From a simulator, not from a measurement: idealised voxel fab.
Process module under the name voxel fin reveal
Section cut is 220 nm wide and gridded with 5 nm square cells.
Throughout this document, each cross-section is represented as a grid of square cells and is presented as a sequence of bands enumerated from the top downward, where a band comprises one or more rows of cells. This entry defines a band. It first specifies the height of the band's top and the height of its bottom in nm, and then specifies the band's materials from left to right, stating each material with its width in nm. The word "throughout" identifies a single material that fills the band from edge to edge, while the word "air" identifies empty space. Height is counted from the level 0, under which the received wafer is composed throughout of one material. The lowest of the bands is not closed at the bottom but continues downward, in the notation "0 nm and below". The width entry "30..40" should be interpreted row by row: the top row of cells in the band takes the first number, the bottom row takes the second number, and the change between adjacent rows is uniform throughout. "changes: none" -> step changed no cross-section cell. Closed-off voids of 8+ cells (no open route to the top) go in "Closed void list", written width x height at distance from the left edge, in nm. Read whatever lies past the settings on a step's line as the simulator's own remark about the step. overlay nm: how far to the right of its planned place the mask lay on this masked step (negative: to the left).
[Steps planned for the process]
1,RECEIVE (material Si)
2,CONFORMAL_DEP (material SiN; thk nm 10)
3,MASKED_ETCH (tone cover; mask id FINS; width nm 15; pitch nm 45; etch materials SiN; depth nm 10; overlay nm 0)
4,MASKED_ETCH (tone cover; mask id FINS; width nm 15; pitch nm 45; etch materials Si; depth nm 35; overlay nm 0)
5,OXIDIZE (depth nm 5)
6,FILL_DEP (material SiO2; thk nm 10)
7,CMP (height nm 10)
8,SELECTIVE_ETCH (etch materials SiO2; depth nm 35)
9,STRIP (etch materials SiN)
[The first wafer of two, processed as planned]
[As-received wafer cross-section (after step 1)]
  0 nm and below = Si throughout
  Closed void list: none
[After step 2: wafer cross-section]
  10 nm to 0 nm = SiN throughout
  Below 0, no change.
[After step 3: wafer cross-section]
  10 nm to 0 nm = 80 of air; 15 of SiN; 30 of air; 15 of SiN; 80 of air
  Below 0, no change.
[After step 4: wafer cross-section]
  10 nm to 0 nm = 80 of air; 15 of SiN; 30 of air; 15 of SiN; 80 of air
  0 nm to -35 nm = 80 of air; 15 of Si; 30 of air; 15 of Si; 80 of air
  Below -35, no change.
[After step 5: wafer cross-section]
  10 nm to 0 nm = 80 of air; 15 of SiN; 30 of air; 15 of SiN; 80 of air
  0 nm to -35 nm = 80 of air; 5 of SiO2; 5 of Si; 5 of SiO2; 30 of air; 5 of SiO2; 5 of Si; 5 of SiO2; 80 of air
  -35 nm to -40 nm = 85 of SiO2; 5 of Si; 40 of SiO2; 5 of Si; 85 of SiO2
  Below -40, no change.
[After step 6: wafer cross-section]
  20 nm to 10 nm = SiO2 throughout
  10 nm to 0 nm = 80 of SiO2; 15 of SiN; 30 of SiO2; 15 of SiN; 80 of SiO2
  0 nm to -40 nm = 85 of SiO2; 5 of Si; 40 of SiO2; 5 of Si; 85 of SiO2
  Below -40, no change.
[After step 7: wafer cross-section]
  10 nm to 0 nm = 80 of SiO2; 15 of SiN; 30 of SiO2; 15 of SiN; 80 of SiO2
  Below 0, no change.
[After step 8: wafer cross-section]
  10 nm to 0 nm = 80 of air; 15 of SiN; 30 of air; 15 of SiN; 80 of air
  0 nm to -25 nm = 85 of air; 5 of Si; 40 of air; 5 of Si; 85 of air
  Below -25, no change.
[After step 9: wafer cross-section]
  0 nm to -25 nm = 85 of air; 5 of Si; 40 of air; 5 of Si; 85 of air
  Below -25, no change.
[The second wafer began exactly as the first did and followed the same plan, but one mistake was made while running it; through step 8 inclusive, the two wafers are identical]
Second wafer, cut view, end of step 9 per plan: changes: none
Diagnosis: skipped: plan step 9 (never run)
Cell-count delta at end, second wafer over first, by material: SiN +12
